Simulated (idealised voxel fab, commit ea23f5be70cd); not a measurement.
Herein follows the process module entitled voxel trench capacitor.
Section cut is 220 nm wide and gridded with 5 nm square cells.
A cross-section is written here as square cells arranged in a grid, and it is given in bands from the top down, each band taking up one or more rows of cells.
It is stipulated that each band's entry specify, in nanometres, the height of the top of the band and then that of its bottom, followed by the materials of the band in left-to-right sequence, each together with its width in nanometres. A single material marked by the word "everywhere" is understood to fill the band from edge to edge; the word "empty" is understood to denote empty space.
Heights are expressed relative to 0, this being the level below which the as-received wafer comprises one material exclusively. The lowest band is unbounded in the downward direction and is denoted as in "from 0 down".
Width "30..40": first value at the band's top row of cells, second value at its bottom row, equal change from row to row.
For the purposes of this document, the phrase "nothing changed" attached to a step denotes that no cell within the cross-section was modified by that step.
This entry, "Closed cavity list", enumerates those empty regions of no fewer than 8 cells that possess no open connection to the top. Each region is reported in the form width x height at distance, the distance being taken from the left edge, with all three quantities expressed in nm.
Read whatever lies past the settings on a step's line as the simulator's own remark about the step.
Steps that use a mask can have "overlay nm" on their line. It says how far the mask sat to the right of where it was meant to be. Negative means to the left.
Reading key. Pairs: pre-step and post-step cross-section, one process step apart; post-step view only to lowest changed band. Step between + settings: beneath pair. Runs: pairs may be from different runs of this module, same starting wafer. Continuation from pair above: only where "Preceding state" entry says.
-- Preceding state
- from 0 down: Si everywhere
- Closed cavity list: none
-- Post-Step Cross-Section
- from 5 to 0: SiN everywhere
- Everything below 0 is unchanged.
- Closed cavity list: none
Process step (between the before and after cross-sections above): CONFORMAL_DEP | material SiN | thk nm 5
Preceding state: the state before this step is the cross-section shown after the step in the pair just above.
-- Post-Step Cross-Section
- from 15 to 5: aC everywhere
- Everything below 5 is unchanged.
- Closed cavity list: none
Process step (between the before and after cross-sections above): DIRECTIONAL_DEP | material aC | thk nm 10
Preceding state: the state before this step is the cross-section shown after the step in the pair just above.
-- Post-Step Cross-Section
- from 40 to 15: resist (35) / empty (25) / resist (15) / empty (25) / resist (15) / empty (25) / resist (15) / empty (25) / resist (40)
- Everything below 15 is unchanged.
- Closed cavity list: none
Process step (between the before and after cross-sections above): PATTERN | tone open | mask id TRENCH | material resist | width nm 25 | pitch nm 40 | thk nm 25 | overlay nm 0
Preceding state: the state before this step is the cross-section shown after the step in the pair just above.
-- Post-Step Cross-Section
- from 30 to 15: resist (35) / empty (25) / resist (15) / empty (25) / resist (15) / empty (25) / resist (15) / empty (25) / resist (40)
- from 15 to 5: aC (35) / empty (25) / aC (15) / empty (25) / aC (15) / empty (25) / aC (15) / empty (25) / aC (40)
- Everything below 5 is unchanged.
- Closed cavity list: none
Process step (between the before and after cross-sections above): DIRECTIONAL_ETCH | etch materials aC | depth nm 10
Preceding state: the state before this step is the cross-section shown after the step in the pair just above.
-- Post-Step Cross-Section
- from 15 to 5: aC (35) / empty (25) / aC (15) / empty (25) / aC (15) / empty (25) / aC (15) / empty (25) / aC (40)
- Everything below 5 is unchanged.
- Closed cavity list: none
Process step (between the before and after cross-sections above): STRIP | etch materials resist
Preceding state: the state before this step is the cross-section shown after the step in the pair just above.
-- Post-Step Cross-Section
- from 15 to 5: aC (35) / empty (25) / aC (15) / empty (25) / aC (15) / empty (25) / aC (15) / empty (25) / aC (40)
- from 5 to 0: SiN (35) / empty (25) / SiN (15) / empty (25) / SiN (15) / empty (25) / SiN (15) / empty (25) / SiN (40)
- Everything below 0 is unchanged.
- Closed cavity list: none
Process step (between the before and after cross-sections above): DIRECTIONAL_ETCH | etch materials SiN | depth nm 5
Preceding state: the state before this step is the cross-section shown after the step in the pair just above.
-- Post-Step Cross-Section
- from 15 to 5: aC (35) / empty (25) / aC (15) / empty (25) / aC (15) / empty (25) / aC (15) / empty (25) / aC (40)
- from 5 to 0: SiN (35) / empty (25) / SiN (15) / empty (25) / SiN (15) / empty (25) / SiN (15) / empty (25) / SiN (40)
- from 0 to -25: Si (35) / empty (25) / Si (15) / empty (25) / Si (15) / empty (25) / Si (15) / empty (25) / Si (40)
- Everything below -25 is unchanged.
- Closed cavity list: none
Process step (between the before and after cross-sections above): DIRECTIONAL_ETCH | etch materials Si | depth nm 25
Preceding state: the state before this step is the cross-section shown after the step in the pair just above.
-- Post-Step Cross-Section
- from 5 to 0: SiN (35) / empty (25) / SiN (15) / empty (25) / SiN (15) / empty (25) / SiN (15) / empty (25) / SiN (40)
- Everything below 0 is unchanged.
- Closed cavity list: none
Process step (between the before and after cross-sections above): STRIP | etch materials aC
Preceding state: the state before this step is the cross-section shown after the step in the pair just above.
-- Post-Step Cross-Section
- from 10 to 5: SiO2 (40) / empty (15) / SiO2 (25) / empty (15) / SiO2 (25) / empty (15) / SiO2 (25) / empty (15) / SiO2 (45)
- from 5 to 0: SiN (35) / SiO2 (5) / empty (15) / SiO2 (5) / SiN (15) / SiO2 (5) / empty (15) / SiO2 (5) / SiN (15) / SiO2 (5) / empty (15) / SiO2 (5) / SiN (15) / SiO2 (5) / empty (15) / SiO2 (5) / SiN (40)
- from 0 to -20: Si (35) / SiO2 (5) / empty (15) / SiO2 (5) / Si (15) / SiO2 (5) / empty (15) / SiO2 (5) / Si (15) / SiO2 (5) / empty (15) / SiO2 (5) / Si (15) / SiO2 (5) / empty (15) / SiO2 (5) / Si (40)
- from -20 to -25: Si (35) / SiO2 (25) / Si (15) / SiO2 (25) / Si (15) / SiO2 (25) / Si (15) / SiO2 (25) / Si (40)
- Everything below -25 is unchanged.
- Closed cavity list: none
Process step (between the before and after cross-sections above): CONFORMAL_DEP | material SiO2 | thk nm 5
Preceding state: the state before this step is the cross-section shown after the step in the pair just above.
-- Post-Step Cross-Section
- from 15 to 10: polySi everywhere
- from 10 to 5: SiO2 (40) / polySi (15) / SiO2 (25) / polySi (15) / SiO2 (25) / polySi (15) / SiO2 (25) / polySi (15) / SiO2 (45)
- from 5 to 0: SiN (35) / SiO2 (5) / polySi (15) / SiO2 (5) / SiN (15) / SiO2 (5) / polySi (15) / SiO2 (5) / SiN (15) / SiO2 (5) / polySi (15) / SiO2 (5) / SiN (15) / SiO2 (5) / polySi (15) / SiO2 (5) / SiN (40)
- from 0 to -20: Si (35) / SiO2 (5) / polySi (15) / SiO2 (5) / Si (15) / SiO2 (5) / polySi (15) / SiO2 (5) / Si (15) / SiO2 (5) / polySi (15) / SiO2 (5) / Si (15) / SiO2 (5) / polySi (15) / SiO2 (5) / Si (40)
- Everything below -20 is unchanged.
- Closed cavity list: none
Process step (between the before and after cross-sections above): FILL_DEP | material polySi | thk nm 5
Preceding state: the state before this step is the cross-section shown after the step in the pair just above.
-- Post-Step Cross-Section
- from 5 to 0: SiN (35) / SiO2 (5) / polySi (15) / SiO2 (5) / SiN (15) / SiO2 (5) / polySi (15) / SiO2 (5) / SiN (15) / SiO2 (5) / polySi (15) / SiO2 (5) / SiN (15) / SiO2 (5) / polySi (15) / SiO2 (5) / SiN (40)
- Everything below 0 is unchanged.
- Closed cavity list: none
Process step (between the before and after cross-sections above): CMP | height nm 5
-- Preceding state
- from 15 to 5: aC (35) / empty (25) / aC (15) / empty (25) / aC (15) / empty (25) / aC (15) / empty (25) / aC (40)
- from 5 to 0: SiN (35) / empty (25) / SiN (15) / empty (25) / SiN (15) / empty (25) / SiN (15) / empty (25) / SiN (40)
- from 0 to -25: Si (35) / empty (25) / Si (15) / empty (25) / Si (15) / empty (25) / Si (15) / empty (25) / Si (40)
- from -25 down: Si everywhere
- Closed cavity list: none
-- Post-Step Cross-Section
- from 20 to 15: SiO2 (40) / empty (15) / SiO2 (25) / empty (15) / SiO2 (25) / empty (15) / SiO2 (25) / empty (15) / SiO2 (45)
- from 15 to 5: aC (35) / SiO2 (5) / empty (15) / SiO2 (5) / aC (15) / SiO2 (5) / empty (15) / SiO2 (5) / aC (15) / SiO2 (5) / empty (15) / SiO2 (5) / aC (15) / SiO2 (5) / empty (15) / SiO2 (5) / aC (40)
- from 5 to 0: SiN (35) / SiO2 (5) / empty (15) / SiO2 (5) / SiN (15) / SiO2 (5) / empty (15) / SiO2 (5) / SiN (15) / SiO2 (5) / empty (15) / SiO2 (5) / SiN (15) / SiO2 (5) / empty (15) / SiO2 (5) / SiN (40)
- from 0 to -20: Si (35) / SiO2 (5) / empty (15) / SiO2 (5) / Si (15) / SiO2 (5) / empty (15) / SiO2 (5) / Si (15) / SiO2 (5) / empty (15) / SiO2 (5) / Si (15) / SiO2 (5) / empty (15) / SiO2 (5) / Si (40)
- from -20 to -25: Si (35) / SiO2 (25) / Si (15) / SiO2 (25) / Si (15) / SiO2 (25) / Si (15) / SiO2 (25) / Si (40)
- Everything below -25 is unchanged.
- Closed cavity list: none
Process step (between the before and after cross-sections above): CONFORMAL_DEP | material SiO2 | thk nm 5
Preceding state: the state before this step is the cross-section shown after the step in the pair just above.
-- Post-Step Cross-Section
- from 25 to 20: polySi everywhere
- from 20 to 15: SiO2 (40) / polySi (15) / SiO2 (25) / polySi (15) / SiO2 (25) / polySi (15) / SiO2 (25) / polySi (15) / SiO2 (45)
- from 15 to 5: aC (35) / SiO2 (5) / polySi (15) / SiO2 (5) / aC (15) / SiO2 (5) / polySi (15) / SiO2 (5) / aC (15) / SiO2 (5) / polySi (15) / SiO2 (5) / aC (15) / SiO2 (5) / polySi (15) / SiO2 (5) / aC (40)
- from 5 to 0: SiN (35) / SiO2 (5) / polySi (15) / SiO2 (5) / SiN (15) / SiO2 (5) / polySi (15) / SiO2 (5) / SiN (15) / SiO2 (5) / polySi (15) / SiO2 (5) / SiN (15) / SiO2 (5) / polySi (15) / SiO2 (5) / SiN (40)
- from 0 to -20: Si (35) / SiO2 (5) / polySi (15) / SiO2 (5) / Si (15) / SiO2 (5) / polySi (15) / SiO2 (5) / Si (15) / SiO2 (5) / polySi (15) / SiO2 (5) / Si (15) / SiO2 (5) / polySi (15) / SiO2 (5) / Si (40)
- Everything below -20 is unchanged.
- Closed cavity list: none
Process step (between the before and after cross-sections above): FILL_DEP | material polySi | thk nm 5
Preceding state: the state before this step is the cross-section shown after the step in the pair just above.
-- Post-Step Cross-Section
- from 5 to 0: SiN (35) / SiO2 (5) / polySi (15) / SiO2 (5) / SiN (15) / SiO2 (5) / polySi (15) / SiO2 (5) / SiN (15) / SiO2 (5) / polySi (15) / SiO2 (5) / SiN (15) / SiO2 (5) / polySi (15) / SiO2 (5) / SiN (40)
- Everything below 0 is unchanged.
- Closed cavity list: none
Process step (between the before and after cross-sections above): CMP | height nm 5
-- Preceding state
- from 15 to 5: aC (35) / empty (25) / aC (15) / empty (25) / aC (15) / empty (25) / aC (15) / empty (25) / aC (40)
- from 5 to 0: SiN (35) / empty (25) / SiN (15) / empty (25) / SiN (15) / empty (25) / SiN (15) / empty (25) / SiN (40)
- from 0 to -25: Si (35) / empty (25) / Si (15) / empty (25) / Si (15) / empty (25) / Si (15) / empty (25) / Si (40)
- from -25 down: Si everywhere
- Closed cavity list: none
-- Post-Step Cross-Section
- from 15 to 5: aC (35) / empty (25) / aC (15) / empty (25) / aC (15) / empty (25) / aC (15) / empty (25) / aC (40)
- from 5 to 0: SiN (35) / empty (25) / SiN (15) / empty (25) / SiN (15) / empty (25) / SiN (15) / empty (25) / SiN (40)
- from 0 to -50: Si (35) / empty (25) / Si (15) / empty (25) / Si (15) / empty (25) / Si (15) / empty (25) / Si (40)
- Everything below -50 is unchanged.
- Closed cavity list: none
Process step (between the before and after cross-sections above): DIRECTIONAL_ETCH | etch materials Si | depth nm 25
Preceding state: the state before this step is the cross-section shown after the step in the pair just above.
-- Post-Step Cross-Section
- from 5 to 0: SiN (35) / empty (25) / SiN (15) / empty (25) / SiN (15) / empty (25) / SiN (15) / empty (25) / SiN (40)
- Everything below 0 is unchanged.
- Closed cavity list: none
Process step (between the before and after cross-sections above): STRIP | etch materials aC
Preceding state: the state before this step is the cross-section shown after the step in the pair just above.
-- Post-Step Cross-Section
- from 10 to 5: SiO2 (40) / empty (15) / SiO2 (25) / empty (15) / SiO2 (25) / empty (15) / SiO2 (25) / empty (15) / SiO2 (45)
- from 5 to 0: SiN (35) / SiO2 (5) / empty (15) / SiO2 (5) / SiN (15) / SiO2 (5) / empty (15) / SiO2 (5) / SiN (15) / SiO2 (5) / empty (15) / SiO2 (5) / SiN (15) / SiO2 (5) / empty (15) / SiO2 (5) / SiN (40)
- from 0 to -45: Si (35) / SiO2 (5) / empty (15) / SiO2 (5) / Si (15) / SiO2 (5) / empty (15) / SiO2 (5) / Si (15) / SiO2 (5) / empty (15) / SiO2 (5) / Si (15) / SiO2 (5) / empty (15) / SiO2 (5) / Si (40)
- from -45 to -50: Si (35) / SiO2 (25) / Si (15) / SiO2 (25) / Si (15) / SiO2 (25) / Si (15) / SiO2 (25) / Si (40)
- Everything below -50 is unchanged.
- Closed cavity list: none
Process step (between the before and after cross-sections above): CONFORMAL_DEP | material SiO2 | thk nm 5
Preceding state: the state before this step is the cross-section shown after the step in the pair just above.
-- Post-Step Cross-Section
- from 15 to 10: polySi everywhere
- from 10 to 5: SiO2 (40) / polySi (15) / SiO2 (25) / polySi (15) / SiO2 (25) / polySi (15) / SiO2 (25) / polySi (15) / SiO2 (45)
- from 5 to 0: SiN (35) / SiO2 (5) / polySi (15) / SiO2 (5) / SiN (15) / SiO2 (5) / polySi (15) / SiO2 (5) / SiN (15) / SiO2 (5) / polySi (15) / SiO2 (5) / SiN (15) / SiO2 (5) / polySi (15) / SiO2 (5) / SiN (40)
- from 0 to -45: Si (35) / SiO2 (5) / polySi (15) / SiO2 (5) / Si (15) / SiO2 (5) / polySi (15) / SiO2 (5) / Si (15) / SiO2 (5) / polySi (15) / SiO2 (5) / Si (15) / SiO2 (5) / polySi (15) / SiO2 (5) / Si (40)
- Everything below -45 is unchanged.
- Closed cavity list: none
Process step (between the before and after cross-sections above): FILL_DEP | material polySi | thk nm 5
Preceding state: the state before this step is the cross-section shown after the step in the pair just above.
-- Post-Step Cross-Section
- from 5 to 0: SiN (35) / SiO2 (5) / polySi (15) / SiO2 (5) / SiN (15) / SiO2 (5) / polySi (15) / SiO2 (5) / SiN (15) / SiO2 (5) / polySi (15) / SiO2 (5) / SiN (15) / SiO2 (5) / polySi (15) / SiO2 (5) / SiN (40)
- Everything below 0 is unchanged.
- Closed cavity list: none
Process step (between the before and after cross-sections above): CMP | height nm 5
-- Preceding state
- from 30 to 15: resist (35) / empty (25) / resist (15) / empty (25) / resist (15) / empty (25) / resist (15) / empty (25) / resist (40)
- from 15 to 5: aC (35) / empty (25) / aC (15) / empty (25) / aC (15) / empty (25) / aC (15) / empty (25) / aC (40)
- from 5 to 0: SiN everywhere
- from 0 down: Si everywhere
- Closed cavity list: none
-- Post-Step Cross-Section
- from 30 to 15: resist (35) / empty (25) / resist (15) / empty (25) / resist (15) / empty (25) / resist (15) / empty (25) / resist (40)
- from 15 to 5: aC (35) / empty (25) / aC (15) / empty (25) / aC (15) / empty (25) / aC (15) / empty (25) / aC (40)
- from 5 to 0: SiN (35) / empty (25) / SiN (15) / empty (25) / SiN (15) / empty (25) / SiN (15) / empty (25) / SiN (40)
- Everything below 0 is unchanged.
- Closed cavity list: none
Process step (between the before and after cross-sections above): DIRECTIONAL_ETCH | etch materials SiN | depth nm 5
Preceding state: the state before this step is the cross-section shown after the step in the pair just above.
-- Post-Step Cross-Section
- from 15 to 5: aC (35) / empty (25) / aC (15) / empty (25) / aC (15) / empty (25) / aC (15) / empty (25) / aC (40)
- Everything below 5 is unchanged.
- Closed cavity list: none
Process step (between the before and after cross-sections above): STRIP | etch materials resist
-- Preceding state
- from 15 to 10: polySi everywhere
- from 10 to 5: SiO2 (40) / polySi (15) / SiO2 (25) / polySi (15) / SiO2 (25) / polySi (15) / SiO2 (25) / polySi (15) / SiO2 (45)
- from 5 to 0: SiN (35) / SiO2 (5) / polySi (15) / SiO2 (5) / SiN (15) / SiO2 (5) / polySi (15) / SiO2 (5) / SiN (15) / SiO2 (5) / polySi (15) / SiO2 (5) / SiN (15) / SiO2 (5) / polySi (15) / SiO2 (5) / SiN (40)
- from 0 to -20: Si (35) / SiO2 (5) / polySi (15) / SiO2 (5) / Si (15) / SiO2 (5) / polySi (15) / SiO2 (5) / Si (15) / SiO2 (5) / polySi (15) / SiO2 (5) / Si (15) / SiO2 (5) / polySi (15) / SiO2 (5) / Si (40)
- from -20 to -25: Si (35) / SiO2 (25) / Si (15) / SiO2 (25) / Si (15) / SiO2 (25) / Si (15) / SiO2 (25) / Si (40)
- from -25 down: Si everywhere
- Closed cavity list: none
-- Post-Step Cross-Section
- from 10 to 5: SiO2 (40) / polySi (15) / SiO2 (25) / polySi (15) / SiO2 (25) / polySi (15) / SiO2 (25) / polySi (15) / SiO2 (45)
- Everything below 5 is unchanged.
- Closed cavity list: none
Process step (between the before and after cross-sections above): CMP | height nm 10
-- Preceding state
- from 15 to 5: aC everywhere
- from 5 to 0: SiN everywhere
- from 0 down: Si everywhere
- Closed cavity list: none
-- Post-Step Cross-Section
- from 40 to 15: resist (40) / empty (15) / resist (25) / empty (15) / resist (25) / empty (15) / resist (25) / empty (15) / resist (45)
- Everything below 15 is unchanged.
- Closed cavity list: none
Process step (between the before and after cross-sections above): PATTERN | tone open | mask id TRENCH | material resist | width nm 15 | pitch nm 40 | thk nm 25 | overlay nm 0
Preceding state: the state before this step is the cross-section shown after the step in the pair just above.
-- Post-Step Cross-Section
- from 30 to 15: resist (40) / empty (15) / resist (25) / empty (15) / resist (25) / empty (15) / resist (25) / empty (15) / resist (45)
- from 15 to 5: aC (40) / empty (15) / aC (25) / empty (15) / aC (25) / empty (15) / aC (25) / empty (15) / aC (45)
- Everything below 5 is unchanged.
- Closed cavity list: none
Process step (between the before and after cross-sections above): DIRECTIONAL_ETCH | etch materials aC | depth nm 10
Preceding state: the state before this step is the cross-section shown after the step in the pair just above.
-- Post-Step Cross-Section
- from 15 to 5: aC (40) / empty (15) / aC (25) / empty (15) / aC (25) / empty (15) / aC (25) / empty (15) / aC (45)
- Everything below 5 is unchanged.
- Closed cavity list: none
Process step (between the before and after cross-sections above): STRIP | etch materials resist
Preceding state: the state before this step is the cross-section shown after the step in the pair just above.
-- Post-Step Cross-Section
- from 15 to 5: aC (40) / empty (15) / aC (25) / empty (15) / aC (25) / empty (15) / aC (25) / empty (15) / aC (45)
- from 5 to 0: SiN (40) / empty (15) / SiN (25) / empty (15) / SiN (25) / empty (15) / SiN (25) / empty (15) / SiN (45)
- Everything below 0 is unchanged.
- Closed cavity list: none
Process step (between the before and after cross-sections above): DIRECTIONAL_ETCH | etch materials SiN | depth nm 5
Preceding state: the state before this step is the cross-section shown after the step in the pair just above.
-- Post-Step Cross-Section
- from 15 to 5: aC (40) / empty (15) / aC (25) / empty (15) / aC (25) / empty (15) / aC (25) / empty (15) / aC (45)
- from 5 to 0: SiN (40) / empty (15) / SiN (25) / empty (15) / SiN (25) / empty (15) / SiN (25) / empty (15) / SiN (45)
- from 0 to -25: Si (40) / empty (15) / Si (25) / empty (15) / Si (25) / empty (15) / Si (25) / empty (15) / Si (45)
- Everything below -25 is unchanged.
- Closed cavity list: none
Process step (between the before and after cross-sections above): DIRECTIONAL_ETCH | etch materials Si | depth nm 25
Preceding state: the state before this step is the cross-section shown after the step in the pair just above.
-- Post-Step Cross-Section
- from 5 to 0: SiN (40) / empty (15) / SiN (25) / empty (15) / SiN (25) / empty (15) / SiN (25) / empty (15) / SiN (45)
- Everything below 0 is unchanged.
- Closed cavity list: none
Process step (between the before and after cross-sections above): STRIP | etch materials aC
Preceding state: the state before this step is the cross-section shown after the step in the pair just above.
-- Post-Step Cross-Section
- from 10 to 5: SiO2 (45) / empty (5) / SiO2 (35) / empty (5) / SiO2 (35) / empty (5) / SiO2 (35) / empty (5) / SiO2 (50)
- from 5 to 0: SiN (40) / SiO2 (5) / empty (5) / SiO2 (5) / SiN (25) / SiO2 (5) / empty (5) / SiO2 (5) / SiN (25) / SiO2 (5) / empty (5) / SiO2 (5) / SiN (25) / SiO2 (5) / empty (5) / SiO2 (5) / SiN (45)
- from 0 to -20: Si (40) / SiO2 (5) / empty (5) / SiO2 (5) / Si (25) / SiO2 (5) / empty (5) / SiO2 (5) / Si (25) / SiO2 (5) / empty (5) / SiO2 (5) / Si (25) / SiO2 (5) / empty (5) / SiO2 (5) / Si (45)
- from -20 to -25: Si (40) / SiO2 (15) / Si (25) / SiO2 (15) / Si (25) / SiO2 (15) / Si (25) / SiO2 (15) / Si (45)
- Everything below -25 is unchanged.
- Closed cavity list: none
Process step (between the before and after cross-sections above): CONFORMAL_DEP | material SiO2 | thk nm 5
Preceding state: the state before this step is the cross-section shown after the step in the pair just above.
-- Post-Step Cross-Section
- from 15 to 10: polySi everywhere
- from 10 to 5: SiO2 (45) / polySi (5) / SiO2 (35) / polySi (5) / SiO2 (35) / polySi (5) / SiO2 (35) / polySi (5) / SiO2 (50)
- from 5 to 0: SiN (40) / SiO2 (5) / polySi (5) / SiO2 (5) / SiN (25) / SiO2 (5) / polySi (5) / SiO2 (5) / SiN (25) / SiO2 (5) / polySi (5) / SiO2 (5) / SiN (25) / SiO2 (5) / polySi (5) / SiO2 (5) / SiN (45)
- from 0 to -20: Si (40) / SiO2 (5) / polySi (5) / SiO2 (5) / Si (25) / SiO2 (5) / polySi (5) / SiO2 (5) / Si (25) / SiO2 (5) / polySi (5) / SiO2 (5) / Si (25) / SiO2 (5) / polySi (5) / SiO2 (5) / Si (45)
- Everything below -20 is unchanged.
- Closed cavity list: none
Process step (between the before and after cross-sections above): FILL_DEP | material polySi | thk nm 5
Preceding state: the state before this step is the cross-section shown after the step in the pair just above.
-- Post-Step Cross-Section
- from 5 to 0: SiN (40) / SiO2 (5) / polySi (5) / SiO2 (5) / SiN (25) / SiO2 (5) / polySi (5) / SiO2 (5) / SiN (25) / SiO2 (5) / polySi (5) / SiO2 (5) / SiN (25) / SiO2 (5) / polySi (5) / SiO2 (5) / SiN (45)
- Everything below 0 is unchanged.
- Closed cavity list: none
Process step (between the before and after cross-sections above): CMP | height nm 5
-- Preceding state
- from 15 to 5: aC everywhere
- from 5 to 0: SiN everywhere
- from 0 down: Si everywhere
- Closed cavity list: none
-- Post-Step Cross-Section
- from 40 to 15: resist (45) / empty (25) / resist (15) / empty (25) / resist (15) / empty (25) / resist (15) / empty (25) / resist (30)
- Everything below 15 is unchanged.
- Closed cavity list: none
Process step (between the before and after cross-sections above): PATTERN | tone open | mask id TRENCH | material resist | width nm 25 | pitch nm 40 | thk nm 25 | overlay nm 10
Preceding state: the state before this step is the cross-section shown after the step in the pair just above.
-- Post-Step Cross-Section
- from 30 to 15: resist (45) / empty (25) / resist (15) / empty (25) / resist (15) / empty (25) / resist (15) / empty (25) / resist (30)
- from 15 to 5: aC (45) / empty (25) / aC (15) / empty (25) / aC (15) / empty (25) / aC (15) / empty (25) / aC (30)
- Everything below 5 is unchanged.
- Closed cavity list: none
Process step (between the before and after cross-sections above): DIRECTIONAL_ETCH | etch materials aC | depth nm 10
Preceding state: the state before this step is the cross-section shown after the step in the pair just above.
-- Post-Step Cross-Section
- from 15 to 5: aC (45) / empty (25) / aC (15) / empty (25) / aC (15) / empty (25) / aC (15) / empty (25) / aC (30)
- Everything below 5 is unchanged.
- Closed cavity list: none
Process step (between the before and after cross-sections above): STRIP | etch materials resist
Preceding state: the state before this step is the cross-section shown after the step in the pair just above.
-- Post-Step Cross-Section
- from 15 to 5: aC (45) / empty (25) / aC (15) / empty (25) / aC (15) / empty (25) / aC (15) / empty (25) / aC (30)
- from 5 to 0: SiN (45) / empty (25) / SiN (15) / empty (25) / SiN (15) / empty (25) / SiN (15) / empty (25) / SiN (30)
- Everything below 0 is unchanged.
- Closed cavity list: none
Process step (between the before and after cross-sections above): DIRECTIONAL_ETCH | etch materials SiN | depth nm 5
Preceding state: the state before this step is the cross-section shown after the step in the pair just above.
-- Post-Step Cross-Section
- from 15 to 5: aC (45) / empty (25) / aC (15) / empty (25) / aC (15) / empty (25) / aC (15) / empty (25) / aC (30)
- from 5 to 0: SiN (45) / empty (25) / SiN (15) / empty (25) / SiN (15) / empty (25) / SiN (15) / empty (25) / SiN (30)
- from 0 to -25: Si (45) / empty (25) / Si (15) / empty (25) / Si (15) / empty (25) / Si (15) / empty (25) / Si (30)
- Everything below -25 is unchanged.
- Closed cavity list: none
Process step (between the before and after cross-sections above): DIRECTIONAL_ETCH | etch materials Si | depth nm 25
Preceding state: the state before this step is the cross-section shown after the step in the pair just above.
-- Post-Step Cross-Section
- from 5 to 0: SiN (45) / empty (25) / SiN (15) / empty (25) / SiN (15) / empty (25) / SiN (15) / empty (25) / SiN (30)
- Everything below 0 is unchanged.
- Closed cavity list: none
Process step (between the before and after cross-sections above): STRIP | etch materials aC
Preceding state: the state before this step is the cross-section shown after the step in the pair just above.
-- Post-Step Cross-Section
- from 10 to 5: SiO2 (50) / empty (15) / SiO2 (25) / empty (15) / SiO2 (25) / empty (15) / SiO2 (25) / empty (15) / SiO2 (35)
- from 5 to 0: SiN (45) / SiO2 (5) / empty (15) / SiO2 (5) / SiN (15) / SiO2 (5) / empty (15) / SiO2 (5) / SiN (15) / SiO2 (5) / empty (15) / SiO2 (5) / SiN (15) / SiO2 (5) / empty (15) / SiO2 (5) / SiN (30)
- from 0 to -20: Si (45) / SiO2 (5) / empty (15) / SiO2 (5) / Si (15) / SiO2 (5) / empty (15) / SiO2 (5) / Si (15) / SiO2 (5) / empty (15) / SiO2 (5) / Si (15) / SiO2 (5) / empty (15) / SiO2 (5) / Si (30)
- from -20 to -25: Si (45) / SiO2 (25) / Si (15) / SiO2 (25) / Si (15) / SiO2 (25) / Si (15) / SiO2 (25) / Si (30)
- Everything below -25 is unchanged.
- Closed cavity list: none
Process step (between the before and after cross-sections above): CONFORMAL_DEP | material SiO2 | thk nm 5
Preceding state: the state before this step is the cross-section shown after the step in the pair just above.
-- Post-Step Cross-Section
- from 15 to 10: polySi everywhere
- from 10 to 5: SiO2 (50) / polySi (15) / SiO2 (25) / polySi (15) / SiO2 (25) / polySi (15) / SiO2 (25) / polySi (15) / SiO2 (35)
- from 5 to 0: SiN (45) / SiO2 (5) / polySi (15) / SiO2 (5) / SiN (15) / SiO2 (5) / polySi (15) / SiO2 (5) / SiN (15) / SiO2 (5) / polySi (15) / SiO2 (5) / SiN (15) / SiO2 (5) / polySi (15) / SiO2 (5) / SiN (30)
- from 0 to -20: Si (45) / SiO2 (5) / polySi (15) / SiO2 (5) / Si (15) / SiO2 (5) / polySi (15) / SiO2 (5) / Si (15) / SiO2 (5) / polySi (15) / SiO2 (5) / Si (15) / SiO2 (5) / polySi (15) / SiO2 (5) / Si (30)
- Everything below -20 is unchanged.
- Closed cavity list: none
Process step (between the before and after cross-sections above): FILL_DEP | material polySi | thk nm 5
Preceding state: the state before this step is the cross-section shown after the step in the pair just above.
-- Post-Step Cross-Section
- from 5 to 0: SiN (45) / SiO2 (5) / polySi (15) / SiO2 (5) / SiN (15) / SiO2 (5) / polySi (15) / SiO2 (5) / SiN (15) / SiO2 (5) / polySi (15) / SiO2 (5) / SiN (15) / SiO2 (5) / polySi (15) / SiO2 (5) / SiN (30)
- Everything below 0 is unchanged.
- Closed cavity list: none
Process step (between the before and after cross-sections above): CMP | height nm 5
-- Preceding state
- from 5 to 0: SiN (35) / empty (25) / SiN (15) / empty (25) / SiN (15) / empty (25) / SiN (15) / empty (25) / SiN (40)
- from 0 to -25: Si (35) / empty (25) / Si (15) / empty (25) / Si (15) / empty (25) / Si (15) / empty (25) / Si (40)
- from -25 down: Si everywhere
- Closed cavity list: none
-- Post-Step Cross-Section
- from 10 to 5: aC (40) / empty (15) / aC (25) / empty (15) / aC (25) / empty (15) / aC (25) / empty (15) / aC (45)
- from 5 to 0: SiN (35) / aC (5) / empty (15) / aC (5) / SiN (15) / aC (5) / empty (15) / aC (5) / SiN (15) / aC (5) / empty (15) / aC (5) / SiN (15) / aC (5) / empty (15) / aC (5) / SiN (40)
- from 0 to -20: Si (35) / aC (5) / empty (15) / aC (5) / Si (15) / aC (5) / empty (15) / aC (5) / Si (15) / aC (5) / empty (15) / aC (5) / Si (15) / aC (5) / empty (15) / aC (5) / Si (40)
- from -20 to -25: Si (35) / aC (25) / Si (15) / aC (25) / Si (15) / aC (25) / Si (15) / aC (25) / Si (40)
- Everything below -25 is unchanged.
- Closed cavity list: none
Process step (between the before and after cross-sections above): CONFORMAL_DEP | material aC | thk nm 5
Preceding state: the state before this step is the cross-section shown after the step in the pair just above.
-- Post-Step Cross-Section
- from 15 to 10: polySi everywhere
- from 10 to 5: aC (40) / polySi (15) / aC (25) / polySi (15) / aC (25) / polySi (15) / aC (25) / polySi (15) / aC (45)
- from 5 to 0: SiN (35) / aC (5) / polySi (15) / aC (5) / SiN (15) / aC (5) / polySi (15) / aC (5) / SiN (15) / aC (5) / polySi (15) / aC (5) / SiN (15) / aC (5) / polySi (15) / aC (5) / SiN (40)
- from 0 to -20: Si (35) / aC (5) / polySi (15) / aC (5) / Si (15) / aC (5) / polySi (15) / aC (5) / Si (15) / aC (5) / polySi (15) / aC (5) / Si (15) / aC (5) / polySi (15) / aC (5) / Si (40)
- Everything below -20 is unchanged.
- Closed cavity list: none
Process step (between the before and after cross-sections above): FILL_DEP | material polySi | thk nm 5
Preceding state: the state before this step is the cross-section shown after the step in the pair just above.
-- Post-Step Cross-Section
- from 5 to 0: SiN (35) / aC (5) / polySi (15) / aC (5) / SiN (15) / aC (5) / polySi (15) / aC (5) / SiN (15) / aC (5) / polySi (15) / aC (5) / SiN (15) / aC (5) / polySi (15) / aC (5) / SiN (40)
- Everything below 0 is unchanged.
- Closed cavity list: none
Process step (between the before and after cross-sections above): CMP | height nm 5
-- Preceding state
- from 15 to 5: aC everywhere
- from 5 to 0: SiN everywhere
- from 0 down: Si everywhere
- Closed cavity list: none
-- Post-Step Cross-Section
- from 40 to 15: empty (35) / resist (25) / empty (15) / resist (25) / empty (15) / resist (25) / empty (15) / resist (25) / empty (40)
- Everything below 15 is unchanged.
- Closed cavity list: none
Process step (between the before and after cross-sections above): PATTERN | tone cover | mask id TRENCH | material resist | width nm 25 | pitch nm 40 | thk nm 25 | overlay nm 0
